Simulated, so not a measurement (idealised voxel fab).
The name of this process module is voxel plated lines.
It is cross-section cut that appears here, measuring 265 nm in width, its square cells being 5 nm in size.
A cross-section in this document is a grid of square cells, and it is written down as bands, the top band listed before the ones below it; a band is made up of one or more rows of cells.
The band entry comprises the height of the band's top followed by the height of its bottom, expressed in nm, and subsequently the band's materials from left to right, each stated together with its width in nm. Where a single material is marked with the word "full width", that material fills the band from edge to edge. The word "empty" represents empty space.
Measure heights from 0. That's the level where, below it, the as-received wafer is all one material. The lowest band is bottomless and extends downward; write it as in "0 down".
Width "30..40": first value at the band's top row of cells, second value at its bottom row, equal change from row to row.
Step marked "all unchanged"? Then no cell in the cross-section changed in it.
This entry, "Entrapped voids", enumerates those empty regions of no fewer than 8 cells that possess no open connection to the top. Each region is reported in the form width x height at distance, the distance being taken from the left edge, with all three quantities expressed in nm.
Heads up: the bit after the settings on a step's line is the simulator's remark on that step.
Regarding "overlay nm": on a step with a mask, it is the distance the mask lay to the right of its planned place; a negative value places it to the left.

Set out below are the planned steps of the process:
step 1: op RECEIVE | material Si
step 2: op CONFORMAL_DEP | material SiO2 | thk nm 5
step 3: op DIRECTIONAL_DEP | material TiN | thk nm 5
step 4: op PATTERN | tone open | mask id LINES | material resist | width nm 20 | pitch nm 45 | thk nm 25 | overlay nm 0
step 5: op EPI | material Ru | thk nm 5
step 6: op EPI | material Ru | thk nm 5
step 7: op STRIP | etch materials resist
step 8: op DIRECTIONAL_ETCH | etch materials TiN | depth nm 5
step 9: op CONFORMAL_DEP | material SiN | thk nm 5

Run as planned: first of two wafers:

As-received state of the wafer in cross-section, equivalent to post-step 1:
0 down: Si full width
Entrapped voids: none

Take a look at the wafer's cross-section after step 2:
5 to 0: SiO2 full width
Unchanged below 0.

Take a look at the wafer's cross-section after step 3:
10 to 5: TiN full width
Unchanged below 5.

Take a look at the wafer's cross-section after step 4:
35 to 10: 55 nm resist; 20 nm empty; 25 nm resist; 20 nm empty; 25 nm resist; 20 nm empty; 25 nm resist; 20 nm empty; 55 nm resist
Unchanged below 10.

Take a look at the wafer's cross-section after step 5:
35 to 15: 55 nm resist; 20 nm empty; 25 nm resist; 20 nm empty; 25 nm resist; 20 nm empty; 25 nm resist; 20 nm empty; 55 nm resist
15 to 10: 55 nm resist; 20 nm Ru; 25 nm resist; 20 nm Ru; 25 nm resist; 20 nm Ru; 25 nm resist; 20 nm Ru; 55 nm resist
Unchanged below 10.

Take a look at the wafer's cross-section after step 6:
35 to 20: 55 nm resist; 20 nm empty; 25 nm resist; 20 nm empty; 25 nm resist; 20 nm empty; 25 nm resist; 20 nm empty; 55 nm resist
20 to 10: 55 nm resist; 20 nm Ru; 25 nm resist; 20 nm Ru; 25 nm resist; 20 nm Ru; 25 nm resist; 20 nm Ru; 55 nm resist
Unchanged below 10.

Take a look at the wafer's cross-section after step 7:
20 to 10: 55 nm empty; 20 nm Ru; 25 nm empty; 20 nm Ru; 25 nm empty; 20 nm Ru; 25 nm empty; 20 nm Ru; 55 nm empty
Unchanged below 10.

Take a look at the wafer's cross-section after step 8:
20 to 10: 55 nm empty; 20 nm Ru; 25 nm empty; 20 nm Ru; 25 nm empty; 20 nm Ru; 25 nm empty; 20 nm Ru; 55 nm empty
10 to 5: 55 nm empty; 20 nm TiN; 25 nm empty; 20 nm TiN; 25 nm empty; 20 nm TiN; 25 nm empty; 20 nm TiN; 55 nm empty
Unchanged below 5.

Take a look at the wafer's cross-section after step 9:
25 to 20: 50 nm empty; 30 nm SiN; 15 nm empty; 30 nm SiN; 15 nm empty; 30 nm SiN; 15 nm empty; 30 nm SiN; 50 nm empty
20 to 10: 50 nm empty; 5 nm SiN; 20 nm Ru; 5 nm SiN; 15 nm empty; 5 nm SiN; 20 nm Ru; 5 nm SiN; 15 nm empty; 5 nm SiN; 20 nm Ru; 5 nm SiN; 15 nm empty; 5 nm SiN; 20 nm Ru; 5 nm SiN; 50 nm empty
10 to 5: 55 nm SiN; 20 nm TiN; 25 nm SiN; 20 nm TiN; 25 nm SiN; 20 nm TiN; 25 nm SiN; 20 nm TiN; 55 nm SiN
Unchanged below 5.

Here the second wafer is described. Its start and its plan were those of the first wafer. Its run contained one mistake. Up to and including step 3, it did exactly what the first wafer did:

Cross-section of the second wafer corresponding to the planned conclusion of step 4:
35 to 10: 60 nm resist; 20 nm empty; 25 nm resist; 20 nm empty; 25 nm resist; 20 nm empty; 25 nm resist; 20 nm empty; 50 nm resist
Unchanged below 10.

Cross-section of the second wafer corresponding to the planned conclusion of step 5:
35 to 15: 60 nm resist; 20 nm empty; 25 nm resist; 20 nm empty; 25 nm resist; 20 nm empty; 25 nm resist; 20 nm empty; 50 nm resist
15 to 10: 60 nm resist; 20 nm Ru; 25 nm resist; 20 nm Ru; 25 nm resist; 20 nm Ru; 25 nm resist; 20 nm Ru; 50 nm resist
Unchanged below 10.

Cross-section of the second wafer corresponding to the planned conclusion of step 6:
35 to 20: 60 nm resist; 20 nm empty; 25 nm resist; 20 nm empty; 25 nm resist; 20 nm empty; 25 nm resist; 20 nm empty; 50 nm resist
20 to 10: 60 nm resist; 20 nm Ru; 25 nm resist; 20 nm Ru; 25 nm resist; 20 nm Ru; 25 nm resist; 20 nm Ru; 50 nm resist
Unchanged below 10.

Cross-section of the second wafer corresponding to the planned conclusion of step 7:
20 to 10: 60 nm empty; 20 nm Ru; 25 nm empty; 20 nm Ru; 25 nm empty; 20 nm Ru; 25 nm empty; 20 nm Ru; 50 nm empty
Unchanged below 10.

Cross-section of the second wafer corresponding to the planned conclusion of step 8:
20 to 10: 60 nm empty; 20 nm Ru; 25 nm empty; 20 nm Ru; 25 nm empty; 20 nm Ru; 25 nm empty; 20 nm Ru; 50 nm empty
10 to 5: 60 nm empty; 20 nm TiN; 25 nm empty; 20 nm TiN; 25 nm empty; 20 nm TiN; 25 nm empty; 20 nm TiN; 50 nm empty
Unchanged below 5.

Cross-section of the second wafer corresponding to the planned conclusion of step 9:
25 to 20: 55 nm empty; 30 nm SiN; 15 nm empty; 30 nm SiN; 15 nm empty; 30 nm SiN; 15 nm empty; 30 nm SiN; 45 nm empty
20 to 10: 55 nm empty; 5 nm SiN; 20 nm Ru; 5 nm SiN; 15 nm empty; 5 nm SiN; 20 nm Ru; 5 nm SiN; 15 nm empty; 5 nm SiN; 20 nm Ru; 5 nm SiN; 15 nm empty; 5 nm SiN; 20 nm Ru; 5 nm SiN; 45 nm empty
10 to 5: 60 nm SiN; 20 nm TiN; 25 nm SiN; 20 nm TiN; 25 nm SiN; 20 nm TiN; 25 nm SiN; 20 nm TiN; 50 nm SiN
Unchanged below 5.
Nonconformance to the process plan: step 4 off recipe, ran as op PATTERN | tone open | mask id LINES | material resist | width nm 20 | pitch nm 45 | thk nm 25 | overlay nm 5
If you tally the cells, the second wafer ends up with the same amount of every material as the first; it's all just sitting in different places.
